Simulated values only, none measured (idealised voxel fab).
Name of the process module below: voxel transistor to metal
Cross-section cut: width 195 nm, square cells of 5 nm.
Throughout this document, each cross-section is represented as a grid of square cells and is presented as a sequence of bands enumerated from the top downward, where a band comprises one or more rows of cells. Band entry format. Leading values: height of top, height of bottom, nm. Remainder: materials in left-to-right order, each with its width in nm. Special words: "everywhere" on a single material, which then fills the band edge to edge; "air", empty space. The level at which height equals 0 is the one under which the wafer, as it arrives, is entirely one material. No lower edge exists for the bottom band, which continues downward and is notated as in "0 and below". A width such as "30..40" changes by the same amount from each row of cells to the next, from the band's top row to its bottom row. "nothing different" after a step means that no cell of the cross-section changed. Entry "Closed void register". Content: empty spaces with no open connection to the top, size 8 cells or greater. Each: width x height at distance. Distance: from left edge. Unit: nm. Read whatever lies past the settings on a step's line as the simulator's own remark about the step. "overlay nm", when on a step's line for a step with a mask, measures how far to the right of its planned place the mask lay; a negative measure means to the left.
So here's the lineup of process steps we planned
step 1: RECEIVE,material Si
step 2: OXIDIZE,depth nm 5
step 3: CONFORMAL_DEP,material SiN,thk nm 10
step 4: MASKED_ETCH,tone cover,mask id ACTIVE,width nm 115,etch materials SiN,depth nm 10,overlay nm 0
step 5: MASKED_ETCH,tone cover,mask id ACTIVE,width nm 115,etch materials SiO2,depth nm 5,overlay nm 0
step 6: MASKED_ETCH,tone cover,mask id ACTIVE,width nm 115,etch materials Si,depth nm 30,overlay nm 0
step 7: FILL_DEP,material SiO2,thk nm 15
step 8: CMP,height nm 10
step 9: SELECTIVE_ETCH,etch materials SiO2,depth nm 10
step 10: STRIP,etch materials SiN
step 11: SELECTIVE_ETCH,etch materials SiO2,depth nm 5
step 12: OXIDIZE,depth nm 5
step 13: DIRECTIONAL_DEP,material polySi,thk nm 25
step 14: DIRECTIONAL_DEP,material SiCN,thk nm 15
step 15: PATTERN,tone cover,mask id GATE,material resist,width nm 35,thk nm 15,overlay nm 0
step 16: DIRECTIONAL_ETCH,etch materials SiCN,depth nm 25
step 17: DIRECTIONAL_ETCH,etch materials polySi,depth nm 35
step 18: STRIP,etch materials resist
step 19: CONFORMAL_DEP,material SiN,thk nm 10
step 20: DIRECTIONAL_ETCH,etch materials SiN,depth nm 10
step 21: DIRECTIONAL_ETCH,etch materials SiO2,depth nm 5
step 22: EPI,material SiGe,thk nm 5
step 23: FILL_DEP,material SiO2,thk nm 5
step 24: CMP,height nm 20
step 25: STRIP,etch materials polySi
step 26: SELECTIVE_ETCH,etch materials SiO2,depth nm 5
step 27: CONFORMAL_DEP,material HfO2,thk nm 5
step 28: CONFORMAL_DEP,material TiN,thk nm 5
step 29: FILL_DEP,material W,thk nm 10
step 30: CMP,height nm 15
step 31: DIRECTIONAL_DEP,material SiO2,thk nm 10
step 32: MASKED_ETCH,tone open,mask id CONTACT,width nm 15,pitch nm 80,etch materials SiO2,depth nm 30,overlay nm 0
step 33: CONFORMAL_DEP,material TiN,thk nm 5
step 34: FILL_DEP,material W,thk nm 10
step 35: CMP,height nm 25
step 36: CONFORMAL_DEP,material SiCN,thk nm 5
step 37: DIRECTIONAL_DEP,material SiO2,thk nm 15
step 38: MASKED_ETCH,tone open,mask id METAL_1,width nm 15,pitch nm 80,etch materials SiO2,depth nm 15,overlay nm 0
step 39: MASKED_ETCH,tone open,mask id METAL_1,width nm 15,pitch nm 80,etch materials SiCN,depth nm 5,overlay nm 0
step 40: CONFORMAL_DEP,material TiN,thk nm 5
step 41: FILL_DEP,material W,thk nm 10
step 42: CMP,height nm 45
step 43: CONFORMAL_DEP,material SiCN,thk nm 5
step 44: DIRECTIONAL_DEP,material SiO2,thk nm 35
step 45: MASKED_ETCH,tone open,mask id METAL_2,width nm 15,pitch nm 80,etch materials SiO2,depth nm 20,overlay nm 0
step 46: DIRECTIONAL_DEP,material aC,thk nm 15
step 47: PATTERN,tone open,mask id METAL_2_HOLES,material resist,width nm 15,pitch nm 80,thk nm 30,overlay nm 0
step 48: DIRECTIONAL_ETCH,etch materials aC,depth nm 15
step 49: STRIP,etch materials resist
step 50: DIRECTIONAL_ETCH,etch materials SiO2,depth nm 15
step 51: DIRECTIONAL_ETCH,etch materials SiCN,depth nm 5
step 52: STRIP,etch materials aC
step 53: CONFORMAL_DEP,material TiN,thk nm 5
step 54: FILL_DEP,material Ru,thk nm 10
step 55: CMP,height nm 85
step 56: CONFORMAL_DEP,material SiN,thk nm 5
As received (post step 1): cross-section
	0 and below: Si everywhere
	Closed void register: none
First of two wafers: cross-section at end of module, run per plan
	90 down to 85: SiN everywhere
	85 down to 50: SiO2 50 | TiN 5 | Ru 5 | TiN 5 | SiO2 65 | TiN 5 | Ru 5 | TiN 5 | SiO2 50
	50 down to 45: SiCN 50 | TiN 15 | SiCN 65 | TiN 15 | SiCN 50
	45 down to 30: SiO2 50 | TiN 5 | W 5 | TiN 5 | SiO2 65 | TiN 5 | W 5 | TiN 5 | SiO2 50
	30 down to 25: SiCN 50 | TiN 15 | SiCN 65 | TiN 15 | SiCN 50
	25 down to 15: SiO2 50 | TiN 5 | W 5 | TiN 5 | SiO2 65 | TiN 5 | W 5 | TiN 5 | SiO2 50
	15 down to 0: SiO2 50 | TiN 5 | W 5 | TiN 5 | SiO2 5 | SiN 10 | HfO2 5 | TiN 5 | W 15 | TiN 5 | HfO2 5 | SiN 10 | SiO2 5 | TiN 5 | W 5 | TiN 5 | SiO2 50
	0 down to -5: SiO2 50 | TiN 15 | SiO2 5 | SiN 10 | HfO2 5 | TiN 25 | HfO2 5 | SiN 10 | SiO2 5 | TiN 15 | SiO2 50
	-5 down to -10: SiO2 35 | SiGe 35 | SiO2 5 | HfO2 45 | SiO2 5 | SiGe 35 | SiO2 35
	-10 down to -35: SiO2 40 | Si 115 | SiO2 40
	-35 and below: Si everywhere
	Closed void register: none
Wafer two, sectioned after the module: the first wafer's start, the first wafer's plan, and one mistake in how it was run
	90 down to 85: SiN everywhere
	85 down to 50: SiO2 50 | TiN 5 | Ru 5 | TiN 5 | SiO2 65 | TiN 5 | Ru 5 | TiN 5 | SiO2 50
	50 down to 45: SiCN 50 | TiN 15 | SiCN 65 | TiN 15 | SiCN 50
	45 down to 30: SiO2 50 | TiN 5 | W 5 | TiN 5 | SiO2 65 | TiN 5 | W 5 | TiN 5 | SiO2 50
	30 down to 25: SiCN 50 | TiN 15 | SiCN 65 | TiN 15 | SiCN 50
	25 down to 20: W 45 | TiN 5 | SiO2 15 | TiN 5 | W 55 | TiN 5 | SiO2 15 | TiN 5 | W 45
	20 down to 15: W 45 | TiN 5 | SiO2 15 | TiN 65 | SiO2 15 | TiN 5 | W 45
	15 down to 0: W 45 | TiN 5 | SiO2 15 | TiN 5 | SiN 10 | HfO2 5 | TiN 5 | W 15 | TiN 5 | HfO2 5 | SiN 10 | TiN 5 | SiO2 15 | TiN 5 | W 45
	0 down to -5: TiN 50 | SiO2 15 | TiN 5 | SiN 10 | HfO2 5 | TiN 25 | HfO2 5 | SiN 10 | TiN 5 | SiO2 15 | TiN 50
	-5 down to -10: SiO2 35 | SiGe 35 | SiO2 5 | HfO2 45 | SiO2 5 | SiGe 35 | SiO2 35
	-10 down to -35: SiO2 40 | Si 115 | SiO2 40
	-35 and below: Si everywhere
	Closed void register: none
The mistake made against the process plan was this: not per plan at step 32, really ran MASKED_ETCH,tone cover,mask id CONTACT,width nm 15,pitch nm 80,etch materials SiO2,depth nm 30,overlay nm 0
FYI, end of process, the second wafer has more or fewer cells of some materials than the first: 118 fewer of SiO2, 27 more of TiN, 91 more of W
